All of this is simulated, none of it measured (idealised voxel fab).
Process module name: voxel wiring stack
FYI the section here is cut, 210 nm wide, cells are 5 nm squares.
For the purposes of this document, a cross-section shall be understood as a grid of square cells, specified as bands listed in top-to-bottom order, each band consisting of one or more rows of cells.
Quick guide to a band line: top height, bottom height (nm) up front; then every material left to right with its width in nm. Only one material and it's marked "throughout"? Then it fills the band edge to edge. And "empty" just means empty space.
Heights from 0 (as-received wafer is one material below). Bottom band endless downward, as "top 0, no bottom".
Per-row width for "30..40": begins at first number (top row of band), ends at second number (bottom row), increment between rows held constant.
Given "left unchanged" for a step, no cell of the cross-section differs between before and after that step.
Heads up: "Closed internal cavities" only lists the empty pockets with no open path to the top that are 8 cells or more, and it writes them as width x height at distance, distance from the left edge, in nm.
Post-settings text on a step line: simulator's own remark regarding the step.
"overlay nm" denotes, for a step that has a mask, the displacement of the mask to the right of its planned place, with negative values corresponding to the left.

## Process steps - plan
1) RECEIVE | material Si
2) CONFORMAL_DEP | material SiO2 | thk nm 10
3) DIRECTIONAL_DEP | material TiN | thk nm 5
4) DIRECTIONAL_DEP | material W | thk nm 25
5) DIRECTIONAL_DEP | material aC | thk nm 15
6) PATTERN | tone cover | mask id METAL_1 | material resist | width nm 20 | pitch nm 45 | thk nm 35 | overlay nm 0
7) DIRECTIONAL_ETCH | etch materials aC | depth nm 15
8) STRIP | etch materials resist
9) DIRECTIONAL_ETCH | etch materials W | depth nm 25
10) DIRECTIONAL_ETCH | etch materials TiN | depth nm 5
11) STRIP | etch materials aC
12) CONFORMAL_DEP | material SiN | thk nm 5
13) FILL_DEP | material lowk | thk nm 5
14) CMP | height nm 40
15) CONFORMAL_DEP | material SiCN | thk nm 5
16) DIRECTIONAL_DEP | material lowk | thk nm 15
17) MASKED_ETCH | tone open | mask id PLUG_1 | width nm 15 | pitch nm 45 | etch materials lowk | depth nm 15 | overlay nm 0
18) MASKED_ETCH | tone open | mask id PLUG_1 | width nm 15 | pitch nm 45 | etch materials SiCN | depth nm 5 | overlay nm 0
19) CONFORMAL_DEP | material TiN | thk nm 5
20) FILL_DEP | material Ru | thk nm 5
21) CMP | height nm 60
22) DIRECTIONAL_DEP | material TiN | thk nm 5
23) DIRECTIONAL_DEP | material W | thk nm 20
24) PATTERN | tone cover | mask id METAL_2 | material resist | width nm 20 | pitch nm 45 | thk nm 15 | overlay nm 0
25) DIRECTIONAL_ETCH | etch materials W | depth nm 20
26) DIRECTIONAL_ETCH | etch materials TiN | depth nm 5
27) STRIP | etch materials resist
28) CONFORMAL_DEP | material SiN | thk nm 5
29) FILL_DEP | material SiO2 | thk nm 5
30) CMP | height nm 85
31) CONFORMAL_DEP | material SiN | thk nm 5

## as received, after step 1
    top 0, no bottom = Si throughout
    Closed internal cavities: none

## Here's the wafer cut in cross-section after the module, started and planned just like above, except one thing was done wrong in the run
    top 90, bottom 85 = SiN throughout
    top 85, bottom 65 = 20 nm SiO2, then 5 nm SiN, then 25 nm W, then 5 nm SiN, then 10 nm SiO2, then 5 nm SiN, then 25 nm W, then 5 nm SiN, then 10 nm SiO2, then 5 nm SiN, then 25 nm W, then 5 nm SiN, then 10 nm SiO2, then 5 nm SiN, then 25 nm W, then 5 nm SiN, then 20 nm SiO2
    top 65, bottom 60 = 25 nm SiN, then 25 nm TiN, then 20 nm SiN, then 25 nm TiN, then 20 nm SiN, then 25 nm TiN, then 20 nm SiN, then 25 nm TiN, then 25 nm SiN
    top 60, bottom 45 = 25 nm lowk, then 5 nm TiN, then 5 nm Ru, then 5 nm TiN, then 30 nm lowk, then 5 nm TiN, then 5 nm Ru, then 5 nm TiN, then 30 nm lowk, then 5 nm TiN, then 5 nm Ru, then 5 nm TiN, then 30 nm lowk, then 5 nm TiN, then 5 nm Ru, then 5 nm TiN, then 35 nm lowk
    top 45, bottom 40 = 25 nm SiCN, then 15 nm TiN, then 30 nm SiCN, then 15 nm TiN, then 30 nm SiCN, then 15 nm TiN, then 30 nm SiCN, then 15 nm TiN, then 35 nm SiCN
    top 40, bottom 15 = 20 nm lowk, then 5 nm SiN, then 20 nm W, then 5 nm SiN, then 15 nm lowk, then 5 nm SiN, then 20 nm W, then 5 nm SiN, then 15 nm lowk, then 5 nm SiN, then 20 nm W, then 5 nm SiN, then 15 nm lowk, then 5 nm SiN, then 20 nm W, then 5 nm SiN, then 25 nm lowk
    top 15, bottom 10 = 25 nm SiN, then 20 nm TiN, then 25 nm SiN, then 20 nm TiN, then 25 nm SiN, then 20 nm TiN, then 25 nm SiN, then 20 nm TiN, then 30 nm SiN
    top 10, bottom 0 = SiO2 throughout
    top 0, no bottom = Si throughout
    Closed internal cavities: none
Heads up, the wafer didn't run the way we planned it: step 24 was processed under conditions differing from the plan, specifically as PATTERN | tone cover | mask id METAL_2 | material resist | width nm 25 | pitch nm 45 | thk nm 15 | overlay nm 0
